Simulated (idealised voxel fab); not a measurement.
process module | voxel self aligned vias
cross-section cut | 180 nm wide | cells 5 nm
A cross-section is a grid of square cells, given in bands from the top down. A band is one or more rows of cells.
Each band's line starts with the height of the band's top and of its bottom, in nm. Then come its materials from left to right, each with its width in nm. One material with "throughout" fills the band from edge to edge. "air" is empty space.
Height 0 is the level under which the wafer as received is all one material. The lowest band goes on downwards, as in "0 down".
A width such as "30 to 40" changes by the same amount from each row of cells to the next, from the band's top row to its bottom row.
"no change" after a step means that no cell of the cross-section changed.
closed voids: empty space of 8 cells or more with no open way to the top, each as width x height at its distance from the left edge, in nm
after a step's settings: what the simulator itself notes on the step
overlay nm, on a step with a mask: how far to the right of its planned place the mask lay; to the left if negative
plan
1 op RECEIVE | material Si
2 op CONFORMAL_DEP | material SiO2 | thk nm 5
3 op CONFORMAL_DEP | material SiCN | thk nm 5
4 op DIRECTIONAL_DEP | material lowk | thk nm 20
5 op MASKED_ETCH | tone open | mask id LINES | width nm 25 | pitch nm 65 | etch materials lowk | depth nm 20 | overlay nm 0
6 op CONFORMAL_DEP | material TiN | thk nm 5
7 op FILL_DEP | material W | thk nm 5
8 op CMP | height nm 35
9 op SELECTIVE_ETCH | etch materials W Ru TiN | depth nm 10
10 op FILL_DEP | material SiN | thk nm 5
11 op CMP | height nm 35
12 op DIRECTIONAL_DEP | material lowk | thk nm 15
13 op MASKED_ETCH | tone open | mask id VIAS | width nm 35 | etch materials lowk | depth nm 15 | overlay nm 0
14 op MASKED_ETCH | tone open | mask id VIAS | width nm 35 | etch materials SiN | depth nm 10 | overlay nm 0
15 op CONFORMAL_DEP | material TiN | thk nm 5
16 op FILL_DEP | material W | thk nm 5
17 op CMP | height nm 50
18 op CONFORMAL_DEP | material SiN | thk nm 5
varied across the wafers: thk nm of step 2. The plan shows the first wafer's value. All wafers start alike
first wafer as received, after step 1
  0 down: Si throughout
  closed voids: none
each wafer at the end: cells of each material gained (+) or lost (-) since it was received, then its closed voids
thk nm 5 | +36 SiCN | +70 SiN | +36 SiO2 | +33 TiN | +30 W | +191 lowk | closed voids: none
thk nm 10 | +36 SiCN | +46 SiN | +72 SiO2 | +29 TiN | +22 W | +191 lowk | closed voids: none
thk nm 15 | +36 SiCN | +46 SiN | +108 SiO2 | +25 TiN | +16 W | +165 lowk | closed voids: none
thk nm 20 | +36 SiCN | +46 SiN | +144 SiO2 | +15 TiN | +16 W | +139 lowk | closed voids: none
thk nm 25 | +36 SiCN | +41 SiN | +180 SiO2 | +13 TiN | +13 W | +113 lowk | closed voids: none
